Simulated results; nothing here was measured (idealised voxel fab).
process module | voxel wiring stack
cross-section cut | 280 nm wide | cells 5 nm
A cross-section is a grid of square cells, given in bands from the top down. A band is one or more rows of cells.
Each band's line starts with the height of the band's top and of its bottom, in nm. Then come its materials from left to right, each with its width in nm. One material with "throughout" fills the band from edge to edge. "air" is empty space.
Height 0 is the level under which the wafer as received is all one material. The lowest band goes on downwards, as in "0 down".
A width such as "30 to 40" changes by the same amount from each row of cells to the next, from the band's top row to its bottom row.
"no change" after a step means that no cell of the cross-section changed.
closed voids: empty space of 8 cells or more with no open way to the top, each as width x height at its distance from the left edge, in nm
after a step's settings: what the simulator itself notes on the step
overlay nm, on a step with a mask: how far to the right of its planned place the mask lay; to the left if negative
plan
1 op RECEIVE | material Si
2 op CONFORMAL_DEP | material SiO2 | thk nm 10
3 op CONFORMAL_DEP | material SiCN | thk nm 5
4 op DIRECTIONAL_DEP | material SiO2 | thk nm 25
5 op MASKED_ETCH | tone open | mask id METAL_1 | width nm 30 | pitch nm 60 | etch materials SiO2 | depth nm 25 | overlay nm 0
6 op MASKED_ETCH | tone open | mask id METAL_1 | width nm 30 | pitch nm 60 | etch materials SiCN | depth nm 5 | overlay nm 0
7 op CONFORMAL_DEP | material TiN | thk nm 5
8 op FILL_DEP | material Cu | thk nm 10
9 op CMP | height nm 40
10 op EPI | material Ru | thk nm 5
11 op FILL_DEP | material SiCN | thk nm 5
12 op DIRECTIONAL_DEP | material lowk | thk nm 15
13 op DIRECTIONAL_DEP | material aC | thk nm 10
14 op PATTERN | tone open | mask id PLUG_1 | material resist | width nm 15 | pitch nm 60 | thk nm 25 | overlay nm 0
15 op DIRECTIONAL_ETCH | etch materials aC | depth nm 10
16 op STRIP | etch materials resist
17 op DIRECTIONAL_ETCH | etch materials lowk | depth nm 15
18 op DIRECTIONAL_ETCH | etch materials SiCN | depth nm 5
19 op STRIP | etch materials aC
20 op CONFORMAL_DEP | material TiN | thk nm 5
21 op FILL_DEP | material Cu | thk nm 5
22 op CMP | height nm 65
23 op DIRECTIONAL_DEP | material TiN | thk nm 5
24 op DIRECTIONAL_DEP | material W | thk nm 25
25 op MASKED_ETCH | tone cover | mask id METAL_2 | width nm 30 | pitch nm 60 | etch materials W | depth nm 25 | overlay nm 0
26 op MASKED_ETCH | tone cover | mask id METAL_2 | width nm 30 | pitch nm 60 | etch materials TiN | depth nm 5 | overlay nm 0
27 op CONFORMAL_DEP | material SiN | thk nm 5
28 op FILL_DEP | material lowk | thk nm 10
29 op CMP | height nm 95
30 op CONFORMAL_DEP | material SiCN | thk nm 5
31 op DIRECTIONAL_DEP | material lowk | thk nm 15
32 op DIRECTIONAL_DEP | material aC | thk nm 15
33 op PATTERN | tone open | mask id PLUG_2 | material resist | width nm 15 | pitch nm 60 | thk nm 35 | overlay nm 0
34 op DIRECTIONAL_ETCH | etch materials aC | depth nm 15
35 op STRIP | etch materials resist
36 op DIRECTIONAL_ETCH | etch materials lowk | depth nm 15
37 op DIRECTIONAL_ETCH | etch materials SiCN | depth nm 5
38 op STRIP | etch materials aC
39 op CONFORMAL_DEP | material TiN | thk nm 5
40 op FILL_DEP | material Cu | thk nm 10
41 op CMP | height nm 115
42 op DIRECTIONAL_DEP | material TiN | thk nm 5
43 op DIRECTIONAL_DEP | material W | thk nm 25
44 op DIRECTIONAL_DEP | material aC | thk nm 10
45 op PATTERN | tone cover | mask id METAL_3 | material resist | width nm 30 | pitch nm 60 | thk nm 30 | overlay nm 0
46 op DIRECTIONAL_ETCH | etch materials aC | depth nm 10
47 op STRIP | etch materials resist
48 op DIRECTIONAL_ETCH | etch materials W | depth nm 25
49 op DIRECTIONAL_ETCH | etch materials TiN | depth nm 5
50 op STRIP | etch materials aC
51 op FILL_DEP | material lowk | thk nm 10
52 op CMP | height nm 145
53 op CONFORMAL_DEP | material SiN | thk nm 5
as received, after step 1
  0 down: Si throughout
  closed voids: none
a wafer at the end: this start, this plan, one mistake
  150 to 145: SiN throughout
  145 to 120: lowk 90 | W 40 | lowk 20 | W 40 | lowk 90
  120 to 115: lowk 90 | TiN 40 | lowk 20 | TiN 40 | lowk 90
  115 to 100: lowk 95 | TiN 5 | Cu 5 | TiN 5 | lowk 45 | TiN 5 | Cu 5 | TiN 5 | lowk 110
  100 to 95: SiCN 95 | TiN 15 | SiCN 45 | TiN 15 | SiCN 110
  95 to 70: lowk 90 | SiN 5 | W 30 | SiN 5 | lowk 20 | SiN 5 | W 30 | SiN 5 | lowk 90
  70 to 65: SiN 95 | TiN 30 | SiN 30 | TiN 30 | SiN 95
  65 to 50: lowk 95 | TiN 5 | Cu 5 | TiN 5 | lowk 45 | TiN 5 | Cu 5 | TiN 5 | lowk 110
  50 to 45: SiCN 95 | TiN 15 | SiCN 45 | TiN 15 | SiCN 110
  45 to 40: SiCN 90 | Ru 40 | SiCN 20 | Ru 40 | SiCN 90
  40 to 15: SiO2 95 | TiN 5 | Cu 20 | TiN 5 | SiO2 30 | TiN 5 | Cu 20 | TiN 5 | SiO2 95
  15 to 10: SiCN 95 | TiN 30 | SiCN 30 | TiN 30 | SiCN 95
  10 to 0: SiO2 throughout
  0 down: Si throughout
  closed voids: none
what went wrong: step 45 ran as: op PATTERN | tone cover | mask id METAL_3 | material resist | width nm 40 | pitch nm 60 | thk nm 30 | overlay nm 0
